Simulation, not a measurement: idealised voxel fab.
process module | voxel capacitor over wiring
cross-section cut | 205 nm wide | cells 5 nm
A cross-section is a grid of square cells, given in bands from the top down. A band is one or more rows of cells.
Each band's line starts with the height of the band's top and of its bottom, in nm. Then come its materials from left to right, each with its width in nm. One material with "throughout" fills the band from edge to edge. "air" is empty space.
Height 0 is the level under which the wafer as received is all one material. The lowest band goes on downwards, as in "0 down".
A width such as "30 to 40" changes by the same amount from each row of cells to the next, from the band's top row to its bottom row.
"no change" after a step means that no cell of the cross-section changed.
closed voids: empty space of 8 cells or more with no open way to the top, each as width x height at its distance from the left edge, in nm
after a step's settings: what the simulator itself notes on the step
overlay nm, on a step with a mask: how far to the right of its planned place the mask lay; to the left if negative
Each pair below shows a cross-section before one step and the cross-section after it, down to the lowest band that changed. The line under each pair gives the step between them, with its settings. The pairs can come from different runs of this module on the same starting wafer, so a pair continues from the pair above only where its "before" says so.
before
  0 down: Si throughout
  closed voids: none
after
  10 to 0: SiO2 throughout
  below 0: unchanged
  closed voids: none
the step between: op CONFORMAL_DEP | material SiO2 | thk nm 10
before: the cross-section after the pair above
after
  15 to 10: SiCN throughout
  below 10: unchanged
  closed voids: none
the step between: op CONFORMAL_DEP | material SiCN | thk nm 5
before: the cross-section after the pair above
after
  40 to 15: lowk throughout
  below 15: unchanged
  closed voids: none
the step between: op DIRECTIONAL_DEP | material lowk | thk nm 25
before: the cross-section after the pair above
after
  40 to 15: lowk 45 | air 25 | lowk 65 | air 25 | lowk 45
  below 15: unchanged
  closed voids: none
the step between: op MASKED_ETCH | tone open | mask id METAL_1 | width nm 25 | pitch nm 90 | etch materials lowk | depth nm 25 | overlay nm 0
before: the cross-section after the pair above
after
  40 to 15: lowk 45 | air 25 | lowk 65 | air 25 | lowk 45
  15 to 10: SiCN 45 | air 25 | SiCN 65 | air 25 | SiCN 45
  below 10: unchanged
  closed voids: none
the step between: op MASKED_ETCH | tone open | mask id METAL_1 | width nm 25 | pitch nm 90 | etch materials SiCN | depth nm 5 | overlay nm 0
before: the cross-section after the pair above
after
  45 to 40: TiN 50 | air 15 | TiN 75 | air 15 | TiN 50
  40 to 15: lowk 45 | TiN 5 | air 15 | TiN 5 | lowk 65 | TiN 5 | air 15 | TiN 5 | lowk 45
  15 to 10: SiCN 45 | TiN 25 | SiCN 65 | TiN 25 | SiCN 45
  below 10: unchanged
  closed voids: none
the step between: op CONFORMAL_DEP | material TiN | thk nm 5
before: the cross-section after the pair above
after
  50 to 45: Cu throughout
  45 to 40: TiN 50 | Cu 15 | TiN 75 | Cu 15 | TiN 50
  40 to 15: lowk 45 | TiN 5 | Cu 15 | TiN 5 | lowk 65 | TiN 5 | Cu 15 | TiN 5 | lowk 45
  below 15: unchanged
  closed voids: none
the step between: op FILL_DEP | material Cu | thk nm 5
before: the cross-section after the pair above
after
  40 to 15: lowk 45 | TiN 5 | Cu 15 | TiN 5 | lowk 65 | TiN 5 | Cu 15 | TiN 5 | lowk 45
  below 15: unchanged
  closed voids: none
the step between: op CMP | height nm 40
before: the cross-section after the pair above
after
  45 to 40: SiCN throughout
  below 40: unchanged
  closed voids: none
the step between: op CONFORMAL_DEP | material SiCN | thk nm 5
before: the cross-section after the pair above
after
  55 to 45: lowk throughout
  below 45: unchanged
  closed voids: none
the step between: op DIRECTIONAL_DEP | material lowk | thk nm 10
before: the cross-section after the pair above
after
  55 to 45: lowk 55 | air 15 | lowk 135
  below 45: unchanged
  closed voids: none
the step between: op MASKED_ETCH | tone open | mask id PLUG_1 | width nm 15 | etch materials lowk | depth nm 10 | overlay nm 0
before: the cross-section after the pair above
after
  55 to 45: lowk 55 | air 15 | lowk 135
  45 to 40: SiCN 55 | air 15 | SiCN 135
  below 40: unchanged
  closed voids: none
the step between: op MASKED_ETCH | tone open | mask id PLUG_1 | width nm 15 | etch materials SiCN | depth nm 5 | overlay nm 0
before: the cross-section after the pair above
after
  60 to 55: TiN 60 | air 5 | TiN 140
  55 to 45: lowk 55 | TiN 5 | air 5 | TiN 5 | lowk 135
  45 to 40: SiCN 55 | TiN 15 | SiCN 135
  below 40: unchanged
  closed voids: none
the step between: op CONFORMAL_DEP | material TiN | thk nm 5
before: the cross-section after the pair above
after
  65 to 60: Ru throughout
  60 to 55: TiN 60 | Ru 5 | TiN 140
  55 to 45: lowk 55 | TiN 5 | Ru 5 | TiN 5 | lowk 135
  below 45: unchanged
  closed voids: none
the step between: op FILL_DEP | material Ru | thk nm 5
before: the cross-section after the pair above
after
  55 to 45: lowk 55 | TiN 5 | Ru 5 | TiN 5 | lowk 135
  below 45: unchanged
  closed voids: none
the step between: op CMP | height nm 55
before: the cross-section after the pair above
after
  65 to 55: TiN throughout
  below 55: unchanged
  closed voids: none
the step between: op DIRECTIONAL_DEP | material TiN | thk nm 10
before: the cross-section after the pair above
after
  70 to 65: SiN throughout
  below 65: unchanged
  closed voids: none
the step between: op DIRECTIONAL_DEP | material SiN | thk nm 5
before: the cross-section after the pair above
after
  80 to 70: TiN throughout
  below 70: unchanged
  closed voids: none
the step between: op DIRECTIONAL_DEP | material TiN | thk nm 10
before: the cross-section after the pair above
after
  95 to 80: air 55 | resist 70 | air 80
  below 80: unchanged
  closed voids: none
the step between: op PATTERN | tone cover | mask id UPPER_PLATE | material resist | width nm 70 | thk nm 15 | overlay nm 0
before: the cross-section after the pair above
after
  95 to 80: air 55 | resist 70 | air 80
  80 to 70: air 55 | TiN 70 | air 80
  below 70: unchanged
  closed voids: none
the step between: op DIRECTIONAL_ETCH | etch materials TiN | depth nm 10
before: the cross-section after the pair above
after
  95 to 80: air 55 | resist 70 | air 80
  80 to 70: air 55 | TiN 70 | air 80
  70 to 65: air 55 | SiN 70 | air 80
  below 65: unchanged
  closed voids: none
the step between: op DIRECTIONAL_ETCH | etch materials SiN | depth nm 5
before: the cross-section after the pair above
after
  80 to 70: air 55 | TiN 70 | air 80
  below 70: unchanged
  closed voids: none
the step between: op STRIP | etch materials resist
before: the cross-section after the pair above
after
  100 to 80: air 50 | resist 80 | air 75
  80 to 70: air 50 | resist 5 | TiN 70 | resist 5 | air 75
  70 to 65: air 50 | resist 5 | SiN 70 | resist 5 | air 75
  below 65: unchanged
  closed voids: none
the step between: op PATTERN | tone cover | mask id LOWER_PLATE | material resist | width nm 80 | thk nm 20 | overlay nm 0
before: the cross-section after the pair above
after
  100 to 80: air 50 | resist 80 | air 75
  80 to 70: air 50 | resist 5 | TiN 70 | resist 5 | air 75
  70 to 65: air 50 | resist 5 | SiN 70 | resist 5 | air 75
  65 to 55: air 50 | TiN 80 | air 75
  below 55: unchanged
  closed voids: none
the step between: op DIRECTIONAL_ETCH | etch materials TiN | depth nm 10
before: the cross-section after the pair above
after
  80 to 70: air 55 | TiN 70 | air 80
  70 to 65: air 55 | SiN 70 | air 80
  below 65: unchanged
  closed voids: none
the step between: op STRIP | etch materials resist
before: the cross-section after the pair above
after
  100 to 80: SiO2 throughout
  80 to 70: SiO2 55 | TiN 70 | SiO2 80
  70 to 65: SiO2 55 | SiN 70 | SiO2 80
  65 to 55: SiO2 50 | TiN 80 | SiO2 75
  below 55: unchanged
  closed voids: none
the step between: op FILL_DEP | material SiO2 | thk nm 20
before: the cross-section after the pair above
after
  95 to 80: SiO2 throughout
  below 80: unchanged
  closed voids: none
the step between: op CMP | height nm 95
before: the cross-section after the pair above
after
  115 to 95: resist 65 | air 15 | resist 125
  below 95: unchanged
  closed voids: none
the step between: op PATTERN | tone open | mask id PLUG_2 | material resist | width nm 15 | thk nm 20 | overlay nm 0
before: the cross-section after the pair above
after
  115 to 95: resist 65 | air 15 | resist 125
  95 to 80: SiO2 65 | air 15 | SiO2 125
  below 80: unchanged
  closed voids: none
the step between: op DIRECTIONAL_ETCH | etch materials SiO2 | depth nm 15
before: the cross-section after the pair above
after
  95 to 80: SiO2 65 | air 15 | SiO2 125
  below 80: unchanged
  closed voids: none
the step between: op STRIP | etch materials resist
before: the cross-section after the pair above
after
  100 to 95: TiN 70 | air 5 | TiN 130
  95 to 85: SiO2 65 | TiN 5 | air 5 | TiN 5 | SiO2 125
  85 to 80: SiO2 65 | TiN 15 | SiO2 125
  below 80: unchanged
  closed voids: none
the step between: op CONFORMAL_DEP | material TiN | thk nm 5
before: the cross-section after the pair above
after
  110 to 100: Ru throughout
  100 to 95: TiN 70 | Ru 5 | TiN 130
  95 to 85: SiO2 65 | TiN 5 | Ru 5 | TiN 5 | SiO2 125
  below 85: unchanged
  closed voids: none
the step between: op FILL_DEP | material Ru | thk nm 10
before: the cross-section after the pair above
after
  95 to 85: SiO2 65 | TiN 5 | Ru 5 | TiN 5 | SiO2 125
  below 85: unchanged
  closed voids: none
the step between: op CMP | height nm 95
before: the cross-section after the pair above
after
  100 to 95: SiN throughout
  below 95: unchanged
  closed voids: none
the step between: op CONFORMAL_DEP | material SiN | thk nm 5
before
  45 to 40: SiCN throughout
  40 to 15: lowk 45 | TiN 5 | Cu 15 | TiN 5 | lowk 65 | TiN 5 | Cu 15 | TiN 5 | lowk 45
  15 to 10: SiCN 45 | TiN 25 | SiCN 65 | TiN 25 | SiCN 45
  10 to 0: SiO2 throughout
  0 down: Si throughout
  closed voids: none
after
  45 to 40: SiCN 55 | air 15 | SiCN 135
  below 40: unchanged
  closed voids: none
the step between: op MASKED_ETCH | tone open | mask id PLUG_1 | width nm 15 | etch materials SiCN | depth nm 5 | overlay nm 0
before: the cross-section after the pair above
after
  50 to 45: TiN 60 | air 5 | TiN 140
  45 to 40: SiCN 55 | TiN 15 | SiCN 135
  below 40: unchanged
  closed voids: none
the step between: op CONFORMAL_DEP | material TiN | thk nm 5
before: the cross-section after the pair above
after
  55 to 50: Ru throughout
  50 to 45: TiN 60 | Ru 5 | TiN 140
  below 45: unchanged
  closed voids: none
the step between: op FILL_DEP | material Ru | thk nm 5
before: the cross-section after the pair above
after
  65 to 55: TiN throughout
  below 55: unchanged
  closed voids: none
the step between: op DIRECTIONAL_DEP | material TiN | thk nm 10
before: the cross-section after the pair above
after
  70 to 65: SiN throughout
  below 65: unchanged
  closed voids: none
the step between: op DIRECTIONAL_DEP | material SiN | thk nm 5
before: the cross-section after the pair above
after
  80 to 70: TiN throughout
  below 70: unchanged
  closed voids: none
the step between: op DIRECTIONAL_DEP | material TiN | thk nm 10
before: the cross-section after the pair above
after
  95 to 80: air 55 | resist 70 | air 80
  below 80: unchanged
  closed voids: none
the step between: op PATTERN | tone cover | mask id UPPER_PLATE | material resist | width nm 70 | thk nm 15 | overlay nm 0
before: the cross-section after the pair above
after
  95 to 80: air 55 | resist 70 | air 80
  80 to 70: air 55 | TiN 70 | air 80
  below 70: unchanged
  closed voids: none
the step between: op DIRECTIONAL_ETCH | etch materials TiN | depth nm 10
before: the cross-section after the pair above
after
  95 to 80: air 55 | resist 70 | air 80
  80 to 70: air 55 | TiN 70 | air 80
  70 to 65: air 55 | SiN 70 | air 80
  below 65: unchanged
  closed voids: none
the step between: op DIRECTIONAL_ETCH | etch materials SiN | depth nm 5
before: the cross-section after the pair above
after
  80 to 70: air 55 | TiN 70 | air 80
  below 70: unchanged
  closed voids: none
the step between: op STRIP | etch materials resist
before: the cross-section after the pair above
after
  100 to 80: air 50 | resist 80 | air 75
  80 to 70: air 50 | resist 5 | TiN 70 | resist 5 | air 75
  70 to 65: air 50 | resist 5 | SiN 70 | resist 5 | air 75
  below 65: unchanged
  closed voids: none
the step between: op PATTERN | tone cover | mask id LOWER_PLATE | material resist | width nm 80 | thk nm 20 | overlay nm 0
before: the cross-section after the pair above
after
  100 to 80: air 50 | resist 80 | air 75
  80 to 70: air 50 | resist 5 | TiN 70 | resist 5 | air 75
  70 to 65: air 50 | resist 5 | SiN 70 | resist 5 | air 75
  65 to 55: air 50 | TiN 80 | air 75
  below 55: unchanged
  closed voids: none
the step between: op DIRECTIONAL_ETCH | etch materials TiN | depth nm 10
before: the cross-section after the pair above
after
  80 to 70: air 55 | TiN 70 | air 80
  70 to 65: air 55 | SiN 70 | air 80
  below 65: unchanged
  closed voids: none
the step between: op STRIP | etch materials resist
before: the cross-section after the pair above
after
  100 to 80: SiO2 throughout
  80 to 70: SiO2 55 | TiN 70 | SiO2 80
  70 to 65: SiO2 55 | SiN 70 | SiO2 80
  65 to 55: SiO2 50 | TiN 80 | SiO2 75
  below 55: unchanged
  closed voids: none
the step between: op FILL_DEP | material SiO2 | thk nm 20
before: the cross-section after the pair above
after
  95 to 80: SiO2 throughout
  below 80: unchanged
  closed voids: none
the step between: op CMP | height nm 95
before: the cross-section after the pair above
after
  115 to 95: resist 65 | air 15 | resist 125
  below 95: unchanged
  closed voids: none
the step between: op PATTERN | tone open | mask id PLUG_2 | material resist | width nm 15 | thk nm 20 | overlay nm 0
before: the cross-section after the pair above
after
  115 to 95: resist 65 | air 15 | resist 125
  95 to 80: SiO2 65 | air 15 | SiO2 125
  below 80: unchanged
  closed voids: none
the step between: op DIRECTIONAL_ETCH | etch materials SiO2 | depth nm 15
before: the cross-section after the pair above
after
  95 to 80: SiO2 65 | air 15 | SiO2 125
  below 80: unchanged
  closed voids: none
the step between: op STRIP | etch materials resist
before: the cross-section after the pair above
after
  100 to 95: TiN 70 | air 5 | TiN 130
  95 to 85: SiO2 65 | TiN 5 | air 5 | TiN 5 | SiO2 125
  85 to 80: SiO2 65 | TiN 15 | SiO2 125
  below 80: unchanged
  closed voids: none
the step between: op CONFORMAL_DEP | material TiN | thk nm 5
before: the cross-section after the pair above
after
  110 to 100: Ru throughout
  100 to 95: TiN 70 | Ru 5 | TiN 130
  95 to 85: SiO2 65 | TiN 5 | Ru 5 | TiN 5 | SiO2 125
  below 85: unchanged
  closed voids: none
the step between: op FILL_DEP | material Ru | thk nm 10
before: the cross-section after the pair above
after
  95 to 85: SiO2 65 | TiN 5 | Ru 5 | TiN 5 | SiO2 125
  below 85: unchanged
  closed voids: none
the step between: op CMP | height nm 95
before: the cross-section after the pair above
after
  100 to 95: SiN throughout
  below 95: unchanged
  closed voids: none
the step between: op CONFORMAL_DEP | material SiN | thk nm 5
before
  110 to 100: Ru throughout
  100 to 95: TiN 70 | Ru 5 | TiN 130
  95 to 85: SiO2 65 | TiN 5 | Ru 5 | TiN 5 | SiO2 125
  85 to 80: SiO2 65 | TiN 15 | SiO2 125
  80 to 70: SiO2 55 | TiN 70 | SiO2 80
  70 to 65: SiO2 55 | SiN 70 | SiO2 80
  65 to 55: SiO2 50 | TiN 80 | SiO2 75
  55 to 45: lowk 55 | TiN 5 | Ru 5 | TiN 5 | lowk 135
  45 to 40: SiCN 55 | TiN 15 | SiCN 135
  40 to 15: lowk 45 | TiN 5 | Cu 15 | TiN 5 | lowk 65 | TiN 5 | Cu 15 | TiN 5 | lowk 45
  15 to 10: SiCN 45 | TiN 25 | SiCN 65 | TiN 25 | SiCN 45
  10 to 0: SiO2 throughout
  0 down: Si throughout
  closed voids: none
after
  120 to 100: Ru throughout
  below 100: unchanged
  closed voids: none
the step between: op FILL_DEP | material Ru | thk nm 10
before: the cross-section after the pair above
after
  95 to 85: SiO2 65 | TiN 5 | Ru 5 | TiN 5 | SiO2 125
  below 85: unchanged
  closed voids: none
the step between: op CMP | height nm 95
before
  65 to 55: TiN throughout
  55 to 45: lowk 55 | TiN 5 | Ru 5 | TiN 5 | lowk 135
  45 to 40: SiCN 55 | TiN 15 | SiCN 135
  40 to 15: lowk 45 | TiN 5 | Cu 15 | TiN 5 | lowk 65 | TiN 5 | Cu 15 | TiN 5 | lowk 45
  15 to 10: SiCN 45 | TiN 25 | SiCN 65 | TiN 25 | SiCN 45
  10 to 0: SiO2 throughout
  0 down: Si throughout
  closed voids: none
after
  75 to 55: TiN throughout
  below 55: unchanged
  closed voids: none
the step between: op DIRECTIONAL_DEP | material TiN | thk nm 10
before: the cross-section after the pair above
after
  80 to 75: SiN throughout
  below 75: unchanged
  closed voids: none
the step between: op DIRECTIONAL_DEP | material SiN | thk nm 5
before: the cross-section after the pair above
after
  95 to 80: air 55 | resist 70 | air 80
  below 80: unchanged
  closed voids: none
the step between: op PATTERN | tone cover | mask id UPPER_PLATE | material resist | width nm 70 | thk nm 15 | overlay nm 0
before: the cross-section after the pair above
after
  95 to 80: air 55 | resist 70 | air 80
  80 to 75: air 55 | SiN 70 | air 80
  below 75: unchanged
  closed voids: none
the step between: op DIRECTIONAL_ETCH | etch materials SiN | depth nm 5
before: the cross-section after the pair above
after
  80 to 75: air 55 | SiN 70 | air 80
  below 75: unchanged
  closed voids: none
the step between: op STRIP | etch materials resist
before: the cross-section after the pair above
after
  100 to 80: air 50 | resist 80 | air 75
  80 to 75: air 50 | resist 5 | SiN 70 | resist 5 | air 75
  below 75: unchanged
  closed voids: none
the step between: op PATTERN | tone cover | mask id LOWER_PLATE | material resist | width nm 80 | thk nm 20 | overlay nm 0
before: the cross-section after the pair above
after
  100 to 80: air 50 | resist 80 | air 75
  80 to 75: air 50 | resist 5 | SiN 70 | resist 5 | air 75
  75 to 65: air 50 | TiN 80 | air 75
  below 65: unchanged
  closed voids: none
the step between: op DIRECTIONAL_ETCH | etch materials TiN | depth nm 10
before: the cross-section after the pair above
after
  80 to 75: air 55 | SiN 70 | air 80
  below 75: unchanged
  closed voids: none
the step between: op STRIP | etch materials resist
before: the cross-section after the pair above
after
  100 to 80: SiO2 throughout
  80 to 75: SiO2 55 | SiN 70 | SiO2 80
  75 to 65: SiO2 50 | TiN 80 | SiO2 75
  below 65: unchanged
  closed voids: none
the step between: op FILL_DEP | material SiO2 | thk nm 20
before: the cross-section after the pair above
after
  95 to 80: SiO2 throughout
  below 80: unchanged
  closed voids: none
the step between: op CMP | height nm 95
before: the cross-section after the pair above
after
  115 to 95: resist 65 | air 15 | resist 125
  below 95: unchanged
  closed voids: none
the step between: op PATTERN | tone open | mask id PLUG_2 | material resist | width nm 15 | thk nm 20 | overlay nm 0
before: the cross-section after the pair above
after
  115 to 95: resist 65 | air 15 | resist 125
  95 to 80: SiO2 65 | air 15 | SiO2 125
  below 80: unchanged
  closed voids: none
the step between: op DIRECTIONAL_ETCH | etch materials SiO2 | depth nm 15
before: the cross-section after the pair above
after
  95 to 80: SiO2 65 | air 15 | SiO2 125
  below 80: unchanged
  closed voids: none
the step between: op STRIP | etch materials resist
before: the cross-section after the pair above
after
  100 to 95: TiN 70 | air 5 | TiN 130
  95 to 85: SiO2 65 | TiN 5 | air 5 | TiN 5 | SiO2 125
  85 to 80: SiO2 65 | TiN 15 | SiO2 125
  below 80: unchanged
  closed voids: none
the step between: op CONFORMAL_DEP | material TiN | thk nm 5
before: the cross-section after the pair above
after
  110 to 100: Ru throughout
  100 to 95: TiN 70 | Ru 5 | TiN 130
  95 to 85: SiO2 65 | TiN 5 | Ru 5 | TiN 5 | SiO2 125
  below 85: unchanged
  closed voids: none
the step between: op FILL_DEP | material Ru | thk nm 10
before: the cross-section after the pair above
after
  95 to 85: SiO2 65 | TiN 5 | Ru 5 | TiN 5 | SiO2 125
  below 85: unchanged
  closed voids: none
the step between: op CMP | height nm 95
before: the cross-section after the pair above
after
  100 to 95: SiN throughout
  below 95: unchanged
  closed voids: none
the step between: op CONFORMAL_DEP | material SiN | thk nm 5
before
  100 to 80: air 50 | resist 80 | air 75
  80 to 70: air 50 | resist 5 | TiN 70 | resist 5 | air 75
  70 to 65: air 50 | resist 5 | SiN 70 | resist 5 | air 75
  65 to 55: TiN throughout
  55 to 45: lowk 55 | TiN 5 | Ru 5 | TiN 5 | lowk 135
  45 to 40: SiCN 55 | TiN 15 | SiCN 135
  40 to 15: lowk 45 | TiN 5 | Cu 15 | TiN 5 | lowk 65 | TiN 5 | Cu 15 | TiN 5 | lowk 45
  15 to 10: SiCN 45 | TiN 25 | SiCN 65 | TiN 25 | SiCN 45
  10 to 0: SiO2 throughout
  0 down: Si throughout
  closed voids: none
after
  100 to 80: air 50 | resist 80 | air 75
  80 to 70: air 50 | resist 5 | TiN 70 | resist 5 | air 75
  70 to 65: air 50 | resist 5 | SiN 70 | resist 5 | air 75
  65 to 60: air 50 | TiN 80 | air 75
  below 60: unchanged
  closed voids: none
the step between: op DIRECTIONAL_ETCH | etch materials TiN | depth nm 5
before: the cross-section after the pair above
after
  80 to 70: air 55 | TiN 70 | air 80
  70 to 65: air 55 | SiN 70 | air 80
  below 65: unchanged
  closed voids: none
the step between: op STRIP | etch materials resist
before: the cross-section after the pair above
after
  100 to 80: SiO2 throughout
  80 to 70: SiO2 55 | TiN 70 | SiO2 80
  70 to 65: SiO2 55 | SiN 70 | SiO2 80
  65 to 60: SiO2 50 | TiN 80 | SiO2 75
  below 60: unchanged
  closed voids: none
the step between: op FILL_DEP | material SiO2 | thk nm 20
before: the cross-section after the pair above
after
  95 to 80: SiO2 throughout
  below 80: unchanged
  closed voids: none
the step between: op CMP | height nm 95
before: the cross-section after the pair above
after
  115 to 95: resist 65 | air 15 | resist 125
  below 95: unchanged
  closed voids: none
the step between: op PATTERN | tone open | mask id PLUG_2 | material resist | width nm 15 | thk nm 20 | overlay nm 0
before: the cross-section after the pair above
after
  115 to 95: resist 65 | air 15 | resist 125
  95 to 80: SiO2 65 | air 15 | SiO2 125
  below 80: unchanged
  closed voids: none
the step between: op DIRECTIONAL_ETCH | etch materials SiO2 | depth nm 15
before: the cross-section after the pair above
after
  95 to 80: SiO2 65 | air 15 | SiO2 125
  below 80: unchanged
  closed voids: none
the step between: op STRIP | etch materials resist
before: the cross-section after the pair above
after
  100 to 95: TiN 70 | air 5 | TiN 130
  95 to 85: SiO2 65 | TiN 5 | air 5 | TiN 5 | SiO2 125
  85 to 80: SiO2 65 | TiN 15 | SiO2 125
  below 80: unchanged
  closed voids: none
the step between: op CONFORMAL_DEP | material TiN | thk nm 5
before: the cross-section after the pair above
after
  110 to 100: Ru throughout
  100 to 95: TiN 70 | Ru 5 | TiN 130
  95 to 85: SiO2 65 | TiN 5 | Ru 5 | TiN 5 | SiO2 125
  below 85: unchanged
  closed voids: none
the step between: op FILL_DEP | material Ru | thk nm 10
before: the cross-section after the pair above
after
  95 to 85: SiO2 65 | TiN 5 | Ru 5 | TiN 5 | SiO2 125
  below 85: unchanged
  closed voids: none
the step between: op CMP | height nm 95
before: the cross-section after the pair above
after
  100 to 95: SiN throughout
  below 95: unchanged
  closed voids: none
the step between: op CONFORMAL_DEP | material SiN | thk nm 5
before
  95 to 80: SiO2 throughout
  80 to 70: SiO2 55 | TiN 70 | SiO2 80
  70 to 65: SiO2 55 | SiN 70 | SiO2 80
  65 to 55: SiO2 50 | TiN 80 | SiO2 75
  55 to 45: lowk 55 | TiN 5 | Ru 5 | TiN 5 | lowk 135
  45 to 40: SiCN 55 | TiN 15 | SiCN 135
  40 to 15: lowk 45 | TiN 5 | Cu 15 | TiN 5 | lowk 65 | TiN 5 | Cu 15 | TiN 5 | lowk 45
  15 to 10: SiCN 45 | TiN 25 | SiCN 65 | TiN 25 | SiCN 45
  10 to 0: SiO2 throughout
  0 down: Si throughout
  closed voids: none
after
  115 to 95: resist 60 | air 25 | resist 120
  below 95: unchanged
  closed voids: none
the step between: op PATTERN | tone open | mask id PLUG_2 | material resist | width nm 25 | thk nm 20 | overlay nm 0
before: the cross-section after the pair above
after
  115 to 95: resist 60 | air 25 | resist 120
  95 to 80: SiO2 60 | air 25 | SiO2 120
  below 80: unchanged
  closed voids: none
the step between: op DIRECTIONAL_ETCH | etch materials SiO2 | depth nm 15
before: the cross-section after the pair above
after
  95 to 80: SiO2 60 | air 25 | SiO2 120
  below 80: unchanged
  closed voids: none
the step between: op STRIP | etch materials resist
before: the cross-section after the pair above
after
  100 to 95: TiN 65 | air 15 | TiN 125
  95 to 85: SiO2 60 | TiN 5 | air 15 | TiN 5 | SiO2 120
  85 to 80: SiO2 60 | TiN 25 | SiO2 120
  below 80: unchanged
  closed voids: none
the step between: op CONFORMAL_DEP | material TiN | thk nm 5
before: the cross-section after the pair above
after
  110 to 100: Ru throughout
  100 to 95: TiN 65 | Ru 15 | TiN 125
  95 to 85: SiO2 60 | TiN 5 | Ru 15 | TiN 5 | SiO2 120
  below 85: unchanged
  closed voids: none
the step between: op FILL_DEP | material Ru | thk nm 10
before: the cross-section after the pair above
after
  95 to 85: SiO2 60 | TiN 5 | Ru 15 | TiN 5 | SiO2 120
  below 85: unchanged
  closed voids: none
the step between: op CMP | height nm 95
before: the cross-section after the pair above
after
  100 to 95: SiN throughout
  below 95: unchanged
  closed voids: none
the step between: op CONFORMAL_DEP | material SiN | thk nm 5
before
  80 to 70: air 55 | TiN 70 | air 80
  70 to 65: air 55 | SiN 70 | air 80
  65 to 55: TiN throughout
  55 to 45: lowk 55 | TiN 5 | Ru 5 | TiN 5 | lowk 135
  45 to 40: SiCN 55 | TiN 15 | SiCN 135
  40 to 15: lowk 45 | TiN 5 | Cu 15 | TiN 5 | lowk 65 | TiN 5 | Cu 15 | TiN 5 | lowk 45
  15 to 10: SiCN 45 | TiN 25 | SiCN 65 | TiN 25 | SiCN 45
  10 to 0: SiO2 throughout
  0 down: Si throughout
  closed voids: none
after
  100 to 80: air 60 | resist 80 | air 65
  80 to 70: air 55 | TiN 70 | resist 15 | air 65
  70 to 65: air 55 | SiN 70 | resist 15 | air 65
  below 65: unchanged
  closed voids: none
the step between: op PATTERN | tone cover | mask id LOWER_PLATE | material resist | width nm 80 | thk nm 20 | overlay nm 10
before: the cross-section after the pair above
after
  100 to 80: air 60 | resist 80 | air 65
  80 to 70: air 60 | TiN 65 | resist 15 | air 65
  70 to 65: air 55 | SiN 70 | resist 15 | air 65
  65 to 55: air 55 | TiN 85 | air 65
  below 55: unchanged
  closed voids: none
the step between: op DIRECTIONAL_ETCH | etch materials TiN | depth nm 10
before: the cross-section after the pair above
after
  80 to 70: air 60 | TiN 65 | air 80
  70 to 65: air 55 | SiN 70 | air 80
  below 65: unchanged
  closed voids: none
the step between: op STRIP | etch materials resist
before: the cross-section after the pair above
after
  100 to 80: SiO2 throughout
  80 to 70: SiO2 60 | TiN 65 | SiO2 80
  70 to 65: SiO2 55 | SiN 70 | SiO2 80
  65 to 55: SiO2 55 | TiN 85 | SiO2 65
  below 55: unchanged
  closed voids: none
the step between: op FILL_DEP | material SiO2 | thk nm 20
before: the cross-section after the pair above
after
  95 to 80: SiO2 throughout
  below 80: unchanged
  closed voids: none
the step between: op CMP | height nm 95
before: the cross-section after the pair above
after
  115 to 95: resist 65 | air 15 | resist 125
  below 95: unchanged
  closed voids: none
the step between: op PATTERN | tone open | mask id PLUG_2 | material resist | width nm 15 | thk nm 20 | overlay nm 0
before: the cross-section after the pair above
after
  115 to 95: resist 65 | air 15 | resist 125
  95 to 80: SiO2 65 | air 15 | SiO2 125
  below 80: unchanged
  closed voids: none
the step between: op DIRECTIONAL_ETCH | etch materials SiO2 | depth nm 15
before: the cross-section after the pair above
after
  95 to 80: SiO2 65 | air 15 | SiO2 125
  below 80: unchanged
  closed voids: none
the step between: op STRIP | etch materials resist
before: the cross-section after the pair above
after
  100 to 95: TiN 70 | air 5 | TiN 130
  95 to 85: SiO2 65 | TiN 5 | air 5 | TiN 5 | SiO2 125
  85 to 80: SiO2 65 | TiN 15 | SiO2 125
  below 80: unchanged
  closed voids: none
the step between: op CONFORMAL_DEP | material TiN | thk nm 5
before: the cross-section after the pair above
after
  110 to 100: Ru throughout
  100 to 95: TiN 70 | Ru 5 | TiN 130
  95 to 85: SiO2 65 | TiN 5 | Ru 5 | TiN 5 | SiO2 125
  below 85: unchanged
  closed voids: none
the step between: op FILL_DEP | material Ru | thk nm 10
before: the cross-section after the pair above
after
  95 to 85: SiO2 65 | TiN 5 | Ru 5 | TiN 5 | SiO2 125
  below 85: unchanged
  closed voids: none
the step between: op CMP | height nm 95
before: the cross-section after the pair above
after
  100 to 95: SiN throughout
  below 95: unchanged
  closed voids: none
the step between: op CONFORMAL_DEP | material SiN | thk nm 5
before
  55 to 45: lowk 55 | TiN 5 | Ru 5 | TiN 5 | lowk 135
  45 to 40: SiCN 55 | TiN 15 | SiCN 135
  40 to 15: lowk 45 | TiN 5 | Cu 15 | TiN 5 | lowk 65 | TiN 5 | Cu 15 | TiN 5 | lowk 45
  15 to 10: SiCN 45 | TiN 25 | SiCN 65 | TiN 25 | SiCN 45
  10 to 0: SiO2 throughout
  0 down: Si throughout
  closed voids: none
after
  65 to 55: SiN throughout
  below 55: unchanged
  closed voids: none
the step between: op DIRECTIONAL_DEP | material SiN | thk nm 10
before: the cross-section after the pair above
after
  70 to 55: SiN throughout
  below 55: unchanged
  closed voids: none
the step between: op DIRECTIONAL_DEP | material SiN | thk nm 5
before: the cross-section after the pair above
after
  80 to 70: TiN throughout
  below 70: unchanged
  closed voids: none
the step between: op DIRECTIONAL_DEP | material TiN | thk nm 10
before: the cross-section after the pair above
after
  95 to 80: air 55 | resist 70 | air 80
  below 80: unchanged
  closed voids: none
the step between: op PATTERN | tone cover | mask id UPPER_PLATE | material resist | width nm 70 | thk nm 15 | overlay nm 0
before: the cross-section after the pair above
after
  95 to 80: air 55 | resist 70 | air 80
  80 to 70: air 55 | TiN 70 | air 80
  below 70: unchanged
  closed voids: none
the step between: op DIRECTIONAL_ETCH | etch materials TiN | depth nm 10
before: the cross-section after the pair above
after
  95 to 80: air 55 | resist 70 | air 80
  80 to 70: air 55 | TiN 70 | air 80
  70 to 65: air 55 | SiN 70 | air 80
  below 65: unchanged
  closed voids: none
the step between: op DIRECTIONAL_ETCH | etch materials SiN | depth nm 5
before: the cross-section after the pair above
after
  80 to 70: air 55 | TiN 70 | air 80
  below 70: unchanged
  closed voids: none
the step between: op STRIP | etch materials resist
before: the cross-section after the pair above
after
  100 to 80: air 50 | resist 80 | air 75
  80 to 70: air 50 | resist 5 | TiN 70 | resist 5 | air 75
  70 to 65: air 50 | resist 5 | SiN 70 | resist 5 | air 75
  below 65: unchanged
  closed voids: none
the step between: op PATTERN | tone cover | mask id LOWER_PLATE | material resist | width nm 80 | thk nm 20 | overlay nm 0
before: the cross-section after the pair above
after
  80 to 70: air 55 | TiN 70 | air 80
  70 to 65: air 55 | SiN 70 | air 80
  below 65: unchanged
  closed voids: none
the step between: op STRIP | etch materials resist
